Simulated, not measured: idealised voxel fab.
process module | voxel trench capacitor
cross-section cut | 225 nm wide | cells 5 nm
A cross-section is a grid of square cells, given in bands from the top down. A band is one or more rows of cells.
Each band's line starts with the height of the band's top and of its bottom, in nm. Then come its materials from left to right, each with its width in nm. One material with "throughout" fills the band from edge to edge. "air" is empty space.
Height 0 is the level under which the wafer as received is all one material. The lowest band goes on downwards, as in "0 down".
A width such as "30 to 40" changes by the same amount from each row of cells to the next, from the band's top row to its bottom row.
"no change" after a step means that no cell of the cross-section changed.
closed voids: empty space of 8 cells or more with no open way to the top, each as width x height at its distance from the left edge, in nm
after a step's settings: what the simulator itself notes on the step
overlay nm, on a step with a mask: how far to the right of its planned place the mask lay; to the left if negative
plan
1 op RECEIVE | material Si
2 op CONFORMAL_DEP | material SiN | thk nm 5
3 op PATTERN | tone open | mask id TRENCH | material resist | width nm 25 | pitch nm 50 | thk nm 20 | overlay nm -15
4 op DIRECTIONAL_ETCH | etch materials SiN | depth nm 5
5 op DIRECTIONAL_ETCH | etch materials Si | depth nm 35
6 op STRIP | etch materials resist
7 op CONFORMAL_DEP | material Al2O3 | thk nm 5
8 op FILL_DEP | material polySi | thk nm 5
9 op CMP | height nm 5
varied across the wafers: overlay nm of step 3. The plan shows the first wafer's value. All wafers start alike
first wafer as received, after step 1
  0 down: Si throughout
  closed voids: none
each wafer at the end: cells of each material gained (+) or lost (-) since it was received, then its closed voids
overlay nm -15 | +57 Al2O3 | -105 Si | +30 SiN | +63 polySi | closed voids: none
overlay nm -10 | +57 Al2O3 | -105 Si | +30 SiN | +63 polySi | closed voids: none
overlay nm -5 | +57 Al2O3 | -105 Si | +30 SiN | +63 polySi | closed voids: none
overlay nm 0 | +57 Al2O3 | -105 Si | +30 SiN | +63 polySi | closed voids: none
overlay nm 5 | +57 Al2O3 | -105 Si | +30 SiN | +63 polySi | closed voids: none
overlay nm 10 | +57 Al2O3 | -105 Si | +30 SiN | +63 polySi | closed voids: none
overlay nm 15 | +57 Al2O3 | -105 Si | +30 SiN | +63 polySi | closed voids: none
